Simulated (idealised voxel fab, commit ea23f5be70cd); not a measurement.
process module | voxel gate over fins
cross-section cut | 235 nm wide | cells 5 nm
A cross-section is a grid of square cells, given in bands from the top down. A band is one or more rows of cells.
Each band's line starts with the height of the band's top and of its bottom, in nm. Then come its materials from left to right, each with its width in nm. One material with "throughout" fills the band from edge to edge. "air" is empty space.
Height 0 is the level under which the wafer as received is all one material. The lowest band goes on downwards, as in "0 down".
A width such as "30 to 40" changes by the same amount from each row of cells to the next, from the band's top row to its bottom row.
"no change" after a step means that no cell of the cross-section changed.
closed voids: empty space of 8 cells or more with no open way to the top, each as width x height at its distance from the left edge, in nm
after a step's settings: what the simulator itself notes on the step
overlay nm, on a step with a mask: how far to the right of its planned place the mask lay; to the left if negative
plan
1 op RECEIVE | material Si
2 op CONFORMAL_DEP | material SiN | thk nm 10
3 op PATTERN | tone cover | mask id FINS | material resist | width nm 15 | pitch nm 45 | thk nm 20 | overlay nm 0
4 op DIRECTIONAL_ETCH | etch materials SiN | depth nm 10
5 op DIRECTIONAL_ETCH | etch materials Si | depth nm 40
6 op STRIP | etch materials resist
7 op FILL_DEP | material SiO2 | thk nm 5
8 op CMP | height nm 10
9 op SELECTIVE_ETCH | etch materials SiO2 | depth nm 25
10 op STRIP | etch materials SiN
11 op CONFORMAL_DEP | material HfO2 | thk nm 5
12 op CONFORMAL_DEP | material TiN | thk nm 5
13 op CONFORMAL_DEP | material TiAl | thk nm 5
14 op CONFORMAL_DEP | material TiN | thk nm 5
15 op FILL_DEP | material W | thk nm 15
16 op CMP | height nm 30
17 op CONFORMAL_DEP | material SiN | thk nm 5
first wafer, as planned
as received, after step 1
  0 down: Si throughout
  closed voids: none
after step 2
  10 to 0: SiN throughout
  below 0: unchanged
after step 3
  30 to 10: air 85 | resist 15 | air 30 | resist 15 | air 90
  below 10: unchanged
after step 4
  30 to 10: air 85 | resist 15 | air 30 | resist 15 | air 90
  10 to 0: air 85 | SiN 15 | air 30 | SiN 15 | air 90
  below 0: unchanged
after step 5
  30 to 10: air 85 | resist 15 | air 30 | resist 15 | air 90
  10 to 0: air 85 | SiN 15 | air 30 | SiN 15 | air 90
  0 to -40: air 85 | Si 15 | air 30 | Si 15 | air 90
  below -40: unchanged
after step 6
  10 to 0: air 85 | SiN 15 | air 30 | SiN 15 | air 90
  below 0: unchanged
after step 7
  15 to 10: SiO2 throughout
  10 to 0: SiO2 85 | SiN 15 | SiO2 30 | SiN 15 | SiO2 90
  0 to -40: SiO2 85 | Si 15 | SiO2 30 | Si 15 | SiO2 90
  below -40: unchanged
after step 8
  10 to 0: SiO2 85 | SiN 15 | SiO2 30 | SiN 15 | SiO2 90
  below 0: unchanged
after step 9
  10 to 0: air 85 | SiN 15 | air 30 | SiN 15 | air 90
  0 to -15: air 85 | Si 15 | air 30 | Si 15 | air 90
  below -15: unchanged
after step 10
  0 to -15: air 85 | Si 15 | air 30 | Si 15 | air 90
  below -15: unchanged
after step 11
  5 to 0: air 80 | HfO2 25 | air 20 | HfO2 25 | air 85
  0 to -10: air 80 | HfO2 5 | Si 15 | HfO2 5 | air 20 | HfO2 5 | Si 15 | HfO2 5 | air 85
  -10 to -15: HfO2 85 | Si 15 | HfO2 30 | Si 15 | HfO2 90
  below -15: unchanged
after step 12
  10 to 5: air 75 | TiN 35 | air 10 | TiN 35 | air 80
  5 to 0: air 75 | TiN 5 | HfO2 25 | TiN 5 | air 10 | TiN 5 | HfO2 25 | TiN 5 | air 80
  0 to -5: air 75 | TiN 5 | HfO2 5 | Si 15 | HfO2 5 | TiN 5 | air 10 | TiN 5 | HfO2 5 | Si 15 | HfO2 5 | TiN 5 | air 80
  -5 to -10: TiN 80 | HfO2 5 | Si 15 | HfO2 5 | TiN 20 | HfO2 5 | Si 15 | HfO2 5 | TiN 85
  below -10: unchanged
after step 13
  15 to 10: air 70 | TiAl 90 | air 75
  10 to 5: air 70 | TiAl 5 | TiN 35 | TiAl 10 | TiN 35 | TiAl 5 | air 75
  5 to 0: air 70 | TiAl 5 | TiN 5 | HfO2 25 | TiN 5 | TiAl 10 | TiN 5 | HfO2 25 | TiN 5 | TiAl 5 | air 75
  0 to -5: TiAl 75 | TiN 5 | HfO2 5 | Si 15 | HfO2 5 | TiN 5 | TiAl 10 | TiN 5 | HfO2 5 | Si 15 | HfO2 5 | TiN 5 | TiAl 80
  below -5: unchanged
after step 14
  20 to 15: air 65 | TiN 100 | air 70
  15 to 10: air 65 | TiN 5 | TiAl 90 | TiN 5 | air 70
  10 to 5: air 65 | TiN 5 | TiAl 5 | TiN 35 | TiAl 10 | TiN 35 | TiAl 5 | TiN 5 | air 70
  5 to 0: TiN 70 | TiAl 5 | TiN 5 | HfO2 25 | TiN 5 | TiAl 10 | TiN 5 | HfO2 25 | TiN 5 | TiAl 5 | TiN 75
  below 0: unchanged
after step 15
  35 to 20: W throughout
  20 to 15: W 65 | TiN 100 | W 70
  15 to 10: W 65 | TiN 5 | TiAl 90 | TiN 5 | W 70
  10 to 5: W 65 | TiN 5 | TiAl 5 | TiN 35 | TiAl 10 | TiN 35 | TiAl 5 | TiN 5 | W 70
  below 5: unchanged
after step 16
  30 to 20: W throughout
  below 20: unchanged
after step 17
  35 to 30: SiN throughout
  below 30: unchanged
second wafer: like start, like plan, one mistake. Through step 2 it matches the first wafer
when step 3 should have ended
  30 to 10: resist 85 | air 15 | resist 30 | air 15 | resist 90
  below 10: unchanged
when step 4 should have ended
  30 to 10: resist 85 | air 15 | resist 30 | air 15 | resist 90
  10 to 0: SiN 85 | air 15 | SiN 30 | air 15 | SiN 90
  below 0: unchanged
when step 5 should have ended
  30 to 10: resist 85 | air 15 | resist 30 | air 15 | resist 90
  10 to 0: SiN 85 | air 15 | SiN 30 | air 15 | SiN 90
  0 to -40: Si 85 | air 15 | Si 30 | air 15 | Si 90
  below -40: unchanged
when step 6 should have ended
  10 to 0: SiN 85 | air 15 | SiN 30 | air 15 | SiN 90
  below 0: unchanged
when step 7 should have ended
  15 to 10: SiO2 throughout
  10 to 0: SiN 85 | SiO2 15 | SiN 30 | SiO2 15 | SiN 90
  0 to -40: Si 85 | SiO2 15 | Si 30 | SiO2 15 | Si 90
  below -40: unchanged
when step 8 should have ended
  10 to 0: SiN 85 | SiO2 15 | SiN 30 | SiO2 15 | SiN 90
  below 0: unchanged
when step 9 should have ended
  10 to 0: SiN 85 | air 15 | SiN 30 | air 15 | SiN 90
  0 to -15: Si 85 | air 15 | Si 30 | air 15 | Si 90
  below -15: unchanged
when step 10 should have ended
  0 to -15: Si 85 | air 15 | Si 30 | air 15 | Si 90
  below -15: unchanged
when step 11 should have ended
  5 to 0: HfO2 90 | air 5 | HfO2 40 | air 5 | HfO2 95
  0 to -10: Si 85 | HfO2 5 | air 5 | HfO2 5 | Si 30 | HfO2 5 | air 5 | HfO2 5 | Si 90
  -10 to -15: Si 85 | HfO2 15 | Si 30 | HfO2 15 | Si 90
  below -15: unchanged
when step 12 should have ended
  10 to 5: TiN throughout
  5 to 0: HfO2 90 | TiN 5 | HfO2 40 | TiN 5 | HfO2 95
  0 to -10: Si 85 | HfO2 5 | TiN 5 | HfO2 5 | Si 30 | HfO2 5 | TiN 5 | HfO2 5 | Si 90
  below -10: unchanged
when step 13 should have ended
  15 to 10: TiAl throughout
  below 10: unchanged
when step 14 should have ended
  20 to 15: TiN throughout
  below 15: unchanged
when step 15 should have ended
  35 to 20: W throughout
  below 20: unchanged
when step 16 should have ended
  30 to 20: W throughout
  below 20: unchanged
when step 17 should have ended
  35 to 30: SiN throughout
  below 30: unchanged
what went wrong: step 3 ran as: op PATTERN | tone open | mask id FINS | material resist | width nm 15 | pitch nm 45 | thk nm 20 | overlay nm 0
at the end the second wafer has, in cells: 280 more of Si | 175 fewer of SiO2 | 12 fewer of TiAl | 12 fewer of TiN | 81 fewer of W
